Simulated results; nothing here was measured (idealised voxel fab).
Process module name: voxel fin reveal
Square cell edge 5 nm, section width 265 nm, ID cut.
When this document writes out a cross-section, it uses a grid of square cells and lists it as bands, beginning at the top and moving down, with a band standing for one or more rows of cells.
The entry gives the band's vertical extent as a top height and a bottom height in nm, then its horizontal make-up as materials from left to right, each with a width in nm. "blank" stands for empty space; a single material marked "throughout" fills the band edge to edge.
The reference from which all heights are counted is 0, the level beneath which the as-received wafer is entirely one material; the lowest band, having no lower bound, proceeds downward and is written after the example "0 down".
The notation "30..40" denotes a width that varies across the rows of cells in the band, beginning at the first number in the top row, finishing at the second number in the bottom row, and changing by an identical amount from each row to the next.
Reading "no alterations made" for a step: not a cell of the cross-section changed in it.
"Entrapped void list" enumerates empty spaces isolated from the top, with no open way to it, that contain at least 8 cells, giving each as width x height at distance from the left edge, all three in nm.
Formally, on a step line, whatever follows the settings is a remark that the simulator itself makes on the step.
What "overlay nm" on a step's line means: if the step has a mask, that mask lay this far to the right of its planned place, or, when the value is negative, to the left.
### Process steps (planned)
1: RECEIVE, material Si
2: CONFORMAL_DEP, material SiN, thk nm 5
3: MASKED_ETCH, tone cover, mask id FINS, width nm 15, pitch nm 35, etch materials SiN, depth nm 5, overlay nm 0
4: MASKED_ETCH, tone cover, mask id FINS, width nm 15, pitch nm 35, etch materials Si, depth nm 30, overlay nm 0
5: OXIDIZE, depth nm 5
6: FILL_DEP, material SiO2, thk nm 10
7: CMP, height nm 5
8: SELECTIVE_ETCH, etch materials SiO2, depth nm 15
9: STRIP, etch materials SiN
10: CONFORMAL_DEP, material SiO2, thk nm 5
### The first of the two wafers, which ran as planned
### Cross-section of the wafer as it came to us, i.e., already through step 1
* 0 down: Si throughout
* Entrapped void list: none
### Upon completion of step 2, the wafer appears in cross-section as shown
* 5 to 0: SiN throughout
* Under 0: no change, same as before.
### Upon completion of step 3, the wafer appears in cross-section as shown
* 5 to 0: 105 nm blank, then 15 nm SiN, then 20 nm blank, then 15 nm SiN, then 110 nm blank
* Under 0: no change, same as before.
### Upon completion of step 4, the wafer appears in cross-section as shown
* 5 to 0: 105 nm blank, then 15 nm SiN, then 20 nm blank, then 15 nm SiN, then 110 nm blank
* 0 to -30: 105 nm blank, then 15 nm Si, then 20 nm blank, then 15 nm Si, then 110 nm blank
* Under -30: no change, same as before.
### Upon completion of step 5, the wafer appears in cross-section as shown
* 5 to 0: 105 nm blank, then 15 nm SiN, then 20 nm blank, then 15 nm SiN, then 110 nm blank
* 0 to -30: 105 nm blank, then 5 nm SiO2, then 5 nm Si, then 5 nm SiO2, then 20 nm blank, then 5 nm SiO2, then 5 nm Si, then 5 nm SiO2, then 110 nm blank
* -30 to -35: 110 nm SiO2, then 5 nm Si, then 30 nm SiO2, then 5 nm Si, then 115 nm SiO2
* Under -35: no change, same as before.
### Upon completion of step 6, the wafer appears in cross-section as shown
* 15 to 5: SiO2 throughout
* 5 to 0: 105 nm SiO2, then 15 nm SiN, then 20 nm SiO2, then 15 nm SiN, then 110 nm SiO2
* 0 to -35: 110 nm SiO2, then 5 nm Si, then 30 nm SiO2, then 5 nm Si, then 115 nm SiO2
* Under -35: no change, same as before.
### Upon completion of step 7, the wafer appears in cross-section as shown
* 5 to 0: 105 nm SiO2, then 15 nm SiN, then 20 nm SiO2, then 15 nm SiN, then 110 nm SiO2
* Under 0: no change, same as before.
### Upon completion of step 8, the wafer appears in cross-section as shown
* 5 to 0: 105 nm blank, then 15 nm SiN, then 20 nm blank, then 15 nm SiN, then 110 nm blank
* 0 to -10: 110 nm blank, then 5 nm Si, then 30 nm blank, then 5 nm Si, then 115 nm blank
* Under -10: no change, same as before.
### Upon completion of step 9, the wafer appears in cross-section as shown
* 0 to -10: 110 nm blank, then 5 nm Si, then 30 nm blank, then 5 nm Si, then 115 nm blank
* Under -10: no change, same as before.
### Upon completion of step 10, the wafer appears in cross-section as shown
* 5 to 0: 105 nm blank, then 15 nm SiO2, then 20 nm blank, then 15 nm SiO2, then 110 nm blank
* 0 to -5: 105 nm blank, then 5 nm SiO2, then 5 nm Si, then 5 nm SiO2, then 20 nm blank, then 5 nm SiO2, then 5 nm Si, then 5 nm SiO2, then 110 nm blank
* -5 to -35: 110 nm SiO2, then 5 nm Si, then 30 nm SiO2, then 5 nm Si, then 115 nm SiO2
* Under -35: no change, same as before.
### The second wafer: identical to the first at the outset and in its planned sequence, differing only in that one mistake was made during processing; up to and including step 2, its path is the first wafer's path
### The second wafer in cross-section, at the planned close of step 3
* 5 to 0: 105 nm SiN, then 15 nm blank, then 20 nm SiN, then 15 nm blank, then 110 nm SiN
* Under 0: no change, same as before.
The second wafer in cross-section, at the planned close of step 4: no alterations made
### The second wafer in cross-section, at the planned close of step 5
* 5 to 0: 105 nm SiN, then 15 nm blank, then 20 nm SiN, then 15 nm blank, then 110 nm SiN
* 0 to -5: 100 nm Si, then 25 nm SiO2, then 10 nm Si, then 25 nm SiO2, then 105 nm Si
* Under -5: no change, same as before.
### The second wafer in cross-section, at the planned close of step 6
* 15 to 5: SiO2 throughout
* 5 to 0: 105 nm SiN, then 15 nm SiO2, then 20 nm SiN, then 15 nm SiO2, then 110 nm SiN
* Under 0: no change, same as before.
### The second wafer in cross-section, at the planned close of step 7
* 5 to 0: 105 nm SiN, then 15 nm SiO2, then 20 nm SiN, then 15 nm SiO2, then 110 nm SiN
* Under 0: no change, same as before.
### The second wafer in cross-section, at the planned close of step 8
* 5 to 0: 105 nm SiN, then 15 nm blank, then 20 nm SiN, then 15 nm blank, then 110 nm SiN
* 0 to -5: 100 nm Si, then 25 nm blank, then 10 nm Si, then 25 nm blank, then 105 nm Si
* Under -5: no change, same as before.
### The second wafer in cross-section, at the planned close of step 9
* 0 to -5: 100 nm Si, then 25 nm blank, then 10 nm Si, then 25 nm blank, then 105 nm Si
* Under -5: no change, same as before.
### The second wafer in cross-section, at the planned close of step 10
* 5 to 0: 105 nm SiO2, then 15 nm blank, then 20 nm SiO2, then 15 nm blank, then 110 nm SiO2
* 0 to -5: 100 nm Si, then 25 nm SiO2, then 10 nm Si, then 25 nm SiO2, then 105 nm Si
* Under -5: no change, same as before.
what went wrong: rather than as planned, step 3 actually ran as MASKED_ETCH, tone open, mask id FINS, width nm 15, pitch nm 35, etch materials SiN, depth nm 5, overlay nm 0
It is noted that, at the conclusion of processing, the second wafer exhibits a higher or lower cell count for certain materials relative to the first: +347 Si, -259 SiO2
